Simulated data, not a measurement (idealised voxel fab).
Documented hereafter: the process module known as voxel wiring stack.
Cross-section cut spans 210 nm and uses square cells 5 nm in size.
Cross-sections here: square-cell grids, written as top-down lists of bands, a band being one or more rows of cells. Top height, bottom height, nm. Materials left to right, width each, nm. Single material + "all across" = fills band edge to edge. "empty" = empty. Heads up on the height convention: 0 is the point under which the incoming wafer is all one material, and the lowest band has no bottom, it just keeps going down, like "top 0, no bottom". You'd read "30 to 40" like this: the band's top row of cells is as wide as the first number, its bottom row is as wide as the second, and going down, every row changes width by the same amount as the row before did. The cross-section has no changed cell in any step marked "nothing altered". What "Trapped void list" gives you is every empty space of 8 cells or more that is cut off from the top. Each appears as width x height at distance, with the distance taken from the left edge and width, height and distance all in nm. Step line, after settings: the simulator's comment on this step. The line of a step may include "overlay nm". On a step with a mask, this value is how far to the right of its planned place the mask lay. A negative value means the mask lay to the left.

Process steps (planned)
1: RECEIVE,material Si
2: CONFORMAL_DEP,material SiO2,thk nm 10
3: DIRECTIONAL_DEP,material TiN,thk nm 5
4: DIRECTIONAL_DEP,material W,thk nm 25
5: PATTERN,tone cover,mask id METAL_1,material resist,width nm 30,pitch nm 55,thk nm 15,overlay nm 0
6: DIRECTIONAL_ETCH,etch materials W,depth nm 25
7: DIRECTIONAL_ETCH,etch materials TiN,depth nm 5
8: STRIP,etch materials resist
9: FILL_DEP,material lowk,thk nm 5
10: CMP,height nm 40
11: CONFORMAL_DEP,material SiCN,thk nm 5
12: DIRECTIONAL_DEP,material lowk,thk nm 10
13: DIRECTIONAL_DEP,material aC,thk nm 15
14: PATTERN,tone open,mask id PLUG_1,material resist,width nm 15,pitch nm 55,thk nm 30,overlay nm 0
15: DIRECTIONAL_ETCH,etch materials aC,depth nm 15
16: STRIP,etch materials resist
17: DIRECTIONAL_ETCH,etch materials lowk,depth nm 10
18: DIRECTIONAL_ETCH,etch materials SiCN,depth nm 5
19: STRIP,etch materials aC
20: EPI,material Ru,thk nm 10
21: EPI,material Ru,thk nm 5
22: CONFORMAL_DEP,material SiCN,thk nm 5
23: DIRECTIONAL_DEP,material SiO2,thk nm 25
24: DIRECTIONAL_DEP,material aC,thk nm 10
25: PATTERN,tone open,mask id METAL_2,material resist,width nm 30,pitch nm 55,thk nm 25,overlay nm 0
26: DIRECTIONAL_ETCH,etch materials aC,depth nm 10
27: STRIP,etch materials resist
28: DIRECTIONAL_ETCH,etch materials SiO2,depth nm 25
29: DIRECTIONAL_ETCH,etch materials SiCN,depth nm 5
30: STRIP,etch materials aC
31: CONFORMAL_DEP,material TiN,thk nm 5
32: FILL_DEP,material W,thk nm 5
33: CMP,height nm 85
34: CONFORMAL_DEP,material SiN,thk nm 5

Cross-section of the wafer as it came to us, i.e., already through step 1
    top 0, no bottom = Si all across
    Trapped void list: none

First of two wafers, end-of-module section, run followed plan
    top 90, bottom 85 = SiN all across
    top 85, bottom 60 = SiO2 35 nm | TiN 5 nm | W 20 nm | TiN 5 nm | SiO2 25 nm | TiN 5 nm | W 20 nm | TiN 5 nm | SiO2 25 nm | TiN 5 nm | W 20 nm | TiN 5 nm | SiO2 35 nm
    top 60, bottom 55 = SiCN 35 nm | TiN 30 nm | SiCN 25 nm | TiN 30 nm | SiCN 25 nm | TiN 30 nm | SiCN 35 nm
    top 55, bottom 45 = lowk 35 nm | Ru 15 nm | lowk 40 nm | Ru 15 nm | lowk 40 nm | Ru 15 nm | lowk 50 nm
    top 45, bottom 40 = SiCN 35 nm | Ru 15 nm | SiCN 40 nm | Ru 15 nm | SiCN 40 nm | Ru 15 nm | SiCN 50 nm
    top 40, bottom 15 = lowk 35 nm | W 30 nm | lowk 25 nm | W 30 nm | lowk 25 nm | W 30 nm | lowk 35 nm
    top 15, bottom 10 = lowk 35 nm | TiN 30 nm | lowk 25 nm | TiN 30 nm | lowk 25 nm | TiN 30 nm | lowk 35 nm
    top 10, bottom 0 = SiO2 all across
    top 0, no bottom = Si all across
    Trapped void list: none

Same start, same plan as the first wafer - but one mistake in the run. Cross-section of the second of the two at the end of the module
    top 90, bottom 85 = SiN all across
    top 85, bottom 60 = SiO2 35 nm | TiN 5 nm | W 20 nm | TiN 5 nm | SiO2 25 nm | TiN 5 nm | W 20 nm | TiN 5 nm | SiO2 25 nm | TiN 5 nm | W 20 nm | TiN 5 nm | SiO2 35 nm
    top 60, bottom 55 = SiCN 35 nm | TiN 30 nm | SiCN 25 nm | TiN 30 nm | SiCN 25 nm | TiN 30 nm | SiCN 35 nm
    top 55, bottom 45 = lowk 35 nm | Ru 15 nm | lowk 40 nm | Ru 15 nm | lowk 40 nm | Ru 15 nm | lowk 50 nm
    top 45, bottom 40 = SiCN 35 nm | Ru 15 nm | SiCN 40 nm | Ru 15 nm | SiCN 40 nm | Ru 15 nm | SiCN 50 nm
    top 40, bottom 15 = lowk 35 nm | W 30 nm | lowk 25 nm | W 30 nm | lowk 25 nm | W 30 nm | lowk 35 nm
    top 15, bottom 5 = SiO2 all across
    top 5, bottom 0 = TiN all across
    top 0, no bottom = Si all across
    Trapped void list: none
Error vs. plan: order of steps 2 and 3 inverted relative to the plan
It is noted that, at the conclusion of processing, the second wafer exhibits a higher or lower cell count for certain materials relative to the first: +24 TiN; -24 lowk
